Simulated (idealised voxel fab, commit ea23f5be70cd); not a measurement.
Process module heading - voxel capacitor over wiring
Section cut is 215 nm wide and gridded with 5 nm square cells.
Each cross-section below is a grid of square cells, stated as bands in top-down order, with one or more rows of cells making up each band. The band entry comprises the height of the band's top followed by the height of its bottom, expressed in nm, and subsequently the band's materials from left to right, each stated together with its width in nm. Where a single material is marked with the word "everywhere", that material fills the band from edge to edge. The word "empty" represents empty space. The reference from which all heights are counted is 0, the level beneath which the as-received wafer is entirely one material; the lowest band, having no lower bound, proceeds downward and is written after the example "0 -> down". Quick explanation for "30 to 40": the width changes in equal steps down the rows of cells, from the first number in the band's top row to the second number in its bottom row. Given "changes: none" for a step, no cell of the cross-section differs between before and after that step. Basically, "Enclosed internal voids" tells you about the enclosed voids: empty spaces with no open way to the top, 8 cells or bigger, each written width x height at distance, where distance is from the left edge, all in nm. The remark found on a step's line after its settings is issued by the simulator itself and pertains to that step. On any step carrying a mask, the "overlay nm" setting, if present on the step's line, tells how far right of its planned place the mask lay; negative values point to the left.

These are the steps we planned for the process
1: RECEIVE [material Si]
2: CONFORMAL_DEP [material SiO2] [thk nm 15]
3: CONFORMAL_DEP [material SiCN] [thk nm 5]
4: DIRECTIONAL_DEP [material SiO2] [thk nm 20]
5: MASKED_ETCH [tone open] [mask id METAL_1] [width nm 30] [pitch nm 80] [etch materials SiO2] [depth nm 20] [overlay nm 0]
6: MASKED_ETCH [tone open] [mask id METAL_1] [width nm 30] [pitch nm 80] [etch materials SiCN] [depth nm 5] [overlay nm 0]
7: CONFORMAL_DEP [material TiN] [thk nm 5]
8: FILL_DEP [material Cu] [thk nm 10]
9: CMP [height nm 40]
10: CONFORMAL_DEP [material SiCN] [thk nm 5]
11: DIRECTIONAL_DEP [material lowk] [thk nm 15]
12: MASKED_ETCH [tone open] [mask id PLUG_1] [width nm 15] [etch materials lowk] [depth nm 15] [overlay nm 0]
13: MASKED_ETCH [tone open] [mask id PLUG_1] [width nm 15] [etch materials SiCN] [depth nm 5] [overlay nm 0]
14: CONFORMAL_DEP [material TiN] [thk nm 5]
15: FILL_DEP [material W] [thk nm 10]
16: CMP [height nm 60]
17: DIRECTIONAL_DEP [material TiN] [thk nm 10]
18: DIRECTIONAL_DEP [material HfO2] [thk nm 5]
19: DIRECTIONAL_DEP [material TiN] [thk nm 5]
20: MASKED_ETCH [tone cover] [mask id UPPER_PLATE] [width nm 55] [etch materials TiN] [depth nm 5] [overlay nm 0]
21: MASKED_ETCH [tone cover] [mask id UPPER_PLATE] [width nm 55] [etch materials HfO2] [depth nm 5] [overlay nm 0]
22: MASKED_ETCH [tone cover] [mask id LOWER_PLATE] [width nm 65] [etch materials TiN] [depth nm 10] [overlay nm 0]
23: FILL_DEP [material SiO2] [thk nm 20]
24: CMP [height nm 95]
25: MASKED_ETCH [tone open] [mask id PLUG_2] [width nm 15] [etch materials SiO2] [depth nm 15] [overlay nm 0]
26: CONFORMAL_DEP [material TiN] [thk nm 5]
27: FILL_DEP [material Cu] [thk nm 10]
28: CMP [height nm 95]
29: CONFORMAL_DEP [material SiCN] [thk nm 5]

Cross-section of the incoming wafer, state after step 1
> 0 -> down | Si everywhere
> Enclosed internal voids: none

Wafer at module end, in section. Began as above, planned as above, run with one mistake
> 100 -> 95 | SiCN everywhere
> 95 -> 85 | SiO2: 75 / TiN: 5 / Cu: 5 / TiN: 5 / SiO2: 125
> 85 -> 75 | SiO2: 75 to 65 / TiN: 15 to 55 / SiO2: 125 to 95
> 75 -> 70 | SiO2: 65 / HfO2: 55 / SiO2: 95
> 70 -> 60 | SiO2: 60 / TiN: 65 / SiO2: 90
> 60 -> 45 | lowk: 65 / TiN: 5 / W: 5 / TiN: 5 / lowk: 135
> 45 -> 40 | SiCN: 65 / TiN: 15 / SiCN: 135
> 40 -> 20 | SiO2: 55 / Cu: 20 / SiO2: 60 / Cu: 20 / SiO2: 60
> 20 -> 15 | SiCN: 50 / SiO2: 30 / SiCN: 50 / SiO2: 30 / SiCN: 55
> 15 -> 0 | SiO2 everywhere
> 0 -> down | Si everywhere
> Enclosed internal voids: none
Short version of what went wrong: step 7 went in with a setting other than planned; the actual run was CONFORMAL_DEP [material SiO2] [thk nm 5]
